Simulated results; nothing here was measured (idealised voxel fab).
A process module follows: voxel capacitor over wiring.
The width of the displayed cross-section, cut, is 225 nm; its cells are square, with a size of 5 nm.
In this document a cross-section is written as a grid of square cells. It is given as a series of bands, listed from the top down, and a band is one or more rows of cells. Heights first: top, then bottom, in nm. Then materials, left to right, each with a width in nm. "full width" on a single material: fills the band edge to edge. "empty": empty space. Heights are expressed relative to 0, this being the level below which the as-received wafer comprises one material exclusively. The lowest band is unbounded in the downward direction and is denoted as in "0 down". The two numbers in a width such as "30->40" mark its ends across the band: the first belongs to the top row of cells, the second to the bottom row, and from each row to the next the width moves by the same amount. Any step labelled "no modifications" changed none of the cells in the cross-section. "closed voids" - sealed voids, min. 8 cells, no opening to top; format: width x height at distance (distance from left edge; nm throughout). Where a step's line continues beyond its settings, the continuation is a remark by the simulator itself on that step. Regarding "overlay nm": on a step with a mask, it is the distance the mask lay to the right of its planned place; a negative value places it to the left. If you're wondering how to read the rest of this, here's the deal. It's pairs of cross-sections: one from before a process step, one from after it. The after one is only drawn as far down as the lowest band that changed. Right under each pair you'll see which step sits between them and what its settings were. Don't read the pairs as one continuous story, though. They can come from different runs of this module on the same starting wafer, and a pair only carries on from the one above it where its entry headed "Pre-step" says so.

# Pre-step
* 35 to 15: Ru: 55  empty: 25  Ru: 60  empty: 25  Ru: 60
* 15 to 10: TiN: 55  empty: 25  TiN: 60  empty: 25  TiN: 60
* 10 to 0: SiO2 full width
* 0 down: Si full width
* closed voids: none

# Sectional View, Post-Process
* 40 to 35: SiN: 60  empty: 15  SiN: 70  empty: 15  SiN: 65
* 35 to 15: Ru: 55  SiN: 5  empty: 15  SiN: 5  Ru: 60  SiN: 5  empty: 15  SiN: 5  Ru: 60
* 15 to 10: TiN: 55  SiN: 25  TiN: 60  SiN: 25  TiN: 60
* Rest of section, below 10: as before.
* closed voids: none
Between before and after, shown above: CONFORMAL_DEP with material SiN, thk nm 5

Pre-step: identical to the post-step cross-section of the immediately preceding pair.

# Sectional View, Post-Process
* 45 to 40: SiO2 full width
* 40 to 35: SiN: 60  SiO2: 15  SiN: 70  SiO2: 15  SiN: 65
* 35 to 15: Ru: 55  SiN: 5  SiO2: 15  SiN: 5  Ru: 60  SiN: 5  SiO2: 15  SiN: 5  Ru: 60
* Rest of section, below 15: as before.
* closed voids: none
Between before and after, shown above: FILL_DEP with material SiO2, thk nm 5

Pre-step: identical to the post-step cross-section of the immediately preceding pair.

# Sectional View, Post-Process
* 35 to 15: Ru: 55  SiN: 5  SiO2: 15  SiN: 5  Ru: 60  SiN: 5  SiO2: 15  SiN: 5  Ru: 60
* Rest of section, below 15: as before.
* closed voids: none
Between before and after, shown above: CMP with height nm 35

Pre-step: identical to the post-step cross-section of the immediately preceding pair.

# Sectional View, Post-Process
* 40 to 35: SiCN full width
* Rest of section, below 35: as before.
* closed voids: none
Between before and after, shown above: CONFORMAL_DEP with material SiCN, thk nm 5

Pre-step: identical to the post-step cross-section of the immediately preceding pair.

# Sectional View, Post-Process
* 60 to 40: lowk full width
* Rest of section, below 40: as before.
* closed voids: none
Between before and after, shown above: DIRECTIONAL_DEP with material lowk, thk nm 20

Pre-step: identical to the post-step cross-section of the immediately preceding pair.

# Sectional View, Post-Process
* 75 to 60: aC full width
* Rest of section, below 60: as before.
* closed voids: none
Between before and after, shown above: DIRECTIONAL_DEP with material aC, thk nm 15

Pre-step: identical to the post-step cross-section of the immediately preceding pair.

# Sectional View, Post-Process
* 105 to 75: resist: 65  empty: 15  resist: 145
* Rest of section, below 75: as before.
* closed voids: none
Between before and after, shown above: PATTERN with tone open, mask id PLUG_1, material resist, width nm 15, thk nm 30, overlay nm 0

Pre-step: identical to the post-step cross-section of the immediately preceding pair.

# Sectional View, Post-Process
* 90 to 75: resist: 65  empty: 15  resist: 145
* 75 to 60: aC: 65  empty: 15  aC: 145
* Rest of section, below 60: as before.
* closed voids: none
Between before and after, shown above: DIRECTIONAL_ETCH with etch materials aC, depth nm 15

Pre-step: identical to the post-step cross-section of the immediately preceding pair.

# Sectional View, Post-Process
* 75 to 60: aC: 65  empty: 15  aC: 145
* Rest of section, below 60: as before.
* closed voids: none
Between before and after, shown above: STRIP with etch materials resist

Pre-step: identical to the post-step cross-section of the immediately preceding pair.

# Sectional View, Post-Process
* 75 to 60: aC: 65  empty: 15  aC: 145
* 60 to 40: lowk: 65  empty: 15  lowk: 145
* Rest of section, below 40: as before.
* closed voids: none
Between before and after, shown above: DIRECTIONAL_ETCH with etch materials lowk, depth nm 20

Pre-step: identical to the post-step cross-section of the immediately preceding pair.

# Sectional View, Post-Process
* 75 to 60: aC: 65  empty: 15  aC: 145
* 60 to 40: lowk: 65  empty: 15  lowk: 145
* 40 to 35: SiCN: 65  empty: 15  SiCN: 145
* Rest of section, below 35: as before.
* closed voids: none
Between before and after, shown above: DIRECTIONAL_ETCH with etch materials SiCN, depth nm 5

Pre-step: identical to the post-step cross-section of the immediately preceding pair.

# Sectional View, Post-Process
* 60 to 40: lowk: 65  empty: 15  lowk: 145
* Rest of section, below 40: as before.
* closed voids: none
Between before and after, shown above: STRIP with etch materials aC

Pre-step: identical to the post-step cross-section of the immediately preceding pair.

# Sectional View, Post-Process
* 65 to 60: TiN: 70  empty: 5  TiN: 150
* 60 to 40: lowk: 65  TiN: 5  empty: 5  TiN: 5  lowk: 145
* 40 to 35: SiCN: 65  TiN: 15  SiCN: 145
* Rest of section, below 35: as before.
* closed voids: none
Between before and after, shown above: CONFORMAL_DEP with material TiN, thk nm 5

Pre-step: identical to the post-step cross-section of the immediately preceding pair.

# Sectional View, Post-Process
* 70 to 65: W full width
* 65 to 60: TiN: 70  W: 5  TiN: 150
* 60 to 40: lowk: 65  TiN: 5  W: 5  TiN: 5  lowk: 145
* Rest of section, below 40: as before.
* closed voids: none
Between before and after, shown above: FILL_DEP with material W, thk nm 5

Pre-step: identical to the post-step cross-section of the immediately preceding pair.

# Sectional View, Post-Process
* 60 to 40: lowk: 65  TiN: 5  W: 5  TiN: 5  lowk: 145
* Rest of section, below 40: as before.
* closed voids: none
Between before and after, shown above: CMP with height nm 60

Pre-step: identical to the post-step cross-section of the immediately preceding pair.

# Sectional View, Post-Process
* 70 to 60: TiN full width
* Rest of section, below 60: as before.
* closed voids: none
Between before and after, shown above: DIRECTIONAL_DEP with material TiN, thk nm 10

Pre-step: identical to the post-step cross-section of the immediately preceding pair.

# Sectional View, Post-Process
* 75 to 70: SiN full width
* Rest of section, below 70: as before.
* closed voids: none
Between before and after, shown above: DIRECTIONAL_DEP with material SiN, thk nm 5

Pre-step: identical to the post-step cross-section of the immediately preceding pair.

# Sectional View, Post-Process
* 85 to 75: TiN full width
* Rest of section, below 75: as before.
* closed voids: none
Between before and after, shown above: DIRECTIONAL_DEP with material TiN, thk nm 10

Pre-step: identical to the post-step cross-section of the immediately preceding pair.

# Sectional View, Post-Process
* 85 to 75: empty: 65  TiN: 65  empty: 95
* Rest of section, below 75: as before.
* closed voids: none
Between before and after, shown above: MASKED_ETCH with tone cover, mask id UPPER_PLATE, width nm 65, etch materials TiN, depth nm 10, overlay nm 0

Pre-step: identical to the post-step cross-section of the immediately preceding pair.

# Sectional View, Post-Process
* 85 to 75: empty: 65  TiN: 65  empty: 95
* 75 to 70: empty: 65  SiN: 65  empty: 95
* Rest of section, below 70: as before.
* closed voids: none
Between before and after, shown above: MASKED_ETCH with tone cover, mask id UPPER_PLATE, width nm 65, etch materials SiN, depth nm 5, overlay nm 0

Pre-step: identical to the post-step cross-section of the immediately preceding pair.

# Sectional View, Post-Process
* 100 to 85: empty: 65  aC: 65  empty: 95
* 85 to 75: aC: 65  TiN: 65  aC: 95
* 75 to 70: aC: 65  SiN: 65  aC: 95
* Rest of section, below 70: as before.
* closed voids: none
Between before and after, shown above: DIRECTIONAL_DEP with material aC, thk nm 15

Pre-step: identical to the post-step cross-section of the immediately preceding pair.

# Sectional View, Post-Process
* 130 to 100: empty: 60  resist: 75  empty: 90
* 100 to 85: empty: 60  resist: 5  aC: 65  resist: 5  empty: 90
* Rest of section, below 85: as before.
* closed voids: none
Between before and after, shown above: PATTERN with tone cover, mask id LOWER_PLATE, material resist, width nm 75, thk nm 30, overlay nm 0

Pre-step: identical to the post-step cross-section of the immediately preceding pair.

# Sectional View, Post-Process
* 115 to 100: empty: 60  resist: 75  empty: 90
* 100 to 85: empty: 60  resist: 5  aC: 65  resist: 5  empty: 90
* 85 to 75: empty: 60  aC: 5  TiN: 65  aC: 5  empty: 90
* 75 to 70: empty: 60  aC: 5  SiN: 65  aC: 5  empty: 90
* Rest of section, below 70: as before.
* closed voids: none
Between before and after, shown above: DIRECTIONAL_ETCH with etch materials aC, depth nm 15

Pre-step: identical to the post-step cross-section of the immediately preceding pair.

# Sectional View, Post-Process
* 100 to 85: empty: 65  aC: 65  empty: 95
* Rest of section, below 85: as before.
* closed voids: none
Between before and after, shown above: STRIP with etch materials resist

Pre-step: identical to the post-step cross-section of the immediately preceding pair.

# Sectional View, Post-Process
* 100 to 85: empty: 65  aC: 65  empty: 95
* 85 to 75: empty: 60  aC: 5  TiN: 65  aC: 5  empty: 90
* 75 to 70: empty: 60  aC: 5  SiN: 65  aC: 5  empty: 90
* 70 to 60: empty: 60  TiN: 75  empty: 90
* Rest of section, below 60: as before.
* closed voids: none
Between before and after, shown above: DIRECTIONAL_ETCH with etch materials TiN, depth nm 10

Pre-step: identical to the post-step cross-section of the immediately preceding pair.

# Sectional View, Post-Process
* 85 to 75: empty: 65  TiN: 65  empty: 95
* 75 to 70: empty: 65  SiN: 65  empty: 95
* Rest of section, below 70: as before.
* closed voids: none
Between before and after, shown above: STRIP with etch materials aC

Pre-step: identical to the post-step cross-section of the immediately preceding pair.

# Sectional View, Post-Process
* 100 to 85: SiO2 full width
* 85 to 75: SiO2: 65  TiN: 65  SiO2: 95
* 75 to 70: SiO2: 65  SiN: 65  SiO2: 95
* 70 to 60: SiO2: 60  TiN: 75  SiO2: 90
* Rest of section, below 60: as before.
* closed voids: none
Between before and after, shown above: FILL_DEP with material SiO2, thk nm 15

Pre-step: identical to the post-step cross-section of the immediately preceding pair.

# Sectional View, Post-Process
* 95 to 85: SiO2 full width
* Rest of section, below 85: as before.
* closed voids: none
Between before and after, shown above: CMP with height nm 95

Pre-step: identical to the post-step cross-section of the immediately preceding pair.

# Sectional View, Post-Process
* 110 to 95: resist: 75  empty: 15  resist: 135
* Rest of section, below 95: as before.
* closed voids: none
Between before and after, shown above: PATTERN with tone open, mask id PLUG_2, material resist, width nm 15, thk nm 15, overlay nm 0

Pre-step: identical to the post-step cross-section of the immediately preceding pair.

# Sectional View, Post-Process
* 110 to 95: resist: 75  empty: 15  resist: 135
* 95 to 85: SiO2: 75  empty: 15  SiO2: 135
* Rest of section, below 85: as before.
* closed voids: none
Between before and after, shown above: DIRECTIONAL_ETCH with etch materials SiO2, depth nm 10

Pre-step: identical to the post-step cross-section of the immediately preceding pair.

# Sectional View, Post-Process
* 95 to 85: SiO2: 75  empty: 15  SiO2: 135
* Rest of section, below 85: as before.
* closed voids: none
Between before and after, shown above: STRIP with etch materials resist

Pre-step: identical to the post-step cross-section of the immediately preceding pair.

# Sectional View, Post-Process
* 100 to 95: TiN: 80  empty: 5  TiN: 140
* 95 to 90: SiO2: 75  TiN: 5  empty: 5  TiN: 5  SiO2: 135
* 90 to 85: SiO2: 75  TiN: 15  SiO2: 135
* Rest of section, below 85: as before.
* closed voids: none
Between before and after, shown above: CONFORMAL_DEP with material TiN, thk nm 5

Pre-step: identical to the post-step cross-section of the immediately preceding pair.

# Sectional View, Post-Process
* 110 to 100: Cu full width
* 100 to 95: TiN: 80  Cu: 5  TiN: 140
* 95 to 90: SiO2: 75  TiN: 5  Cu: 5  TiN: 5  SiO2: 135
* Rest of section, below 90: as before.
* closed voids: none
Between before and after, shown above: FILL_DEP with material Cu, thk nm 10

Pre-step: identical to the post-step cross-section of the immediately preceding pair.

# Sectional View, Post-Process
* 95 to 90: SiO2: 75  TiN: 5  Cu: 5  TiN: 5  SiO2: 135
* Rest of section, below 90: as before.
* closed voids: none
Between before and after, shown above: CMP with height nm 95

Pre-step: identical to the post-step cross-section of the immediately preceding pair.

# Sectional View, Post-Process
* 100 to 95: SiCN full width
* Rest of section, below 95: as before.
* closed voids: none
Between before and after, shown above: CONFORMAL_DEP with material SiCN, thk nm 5
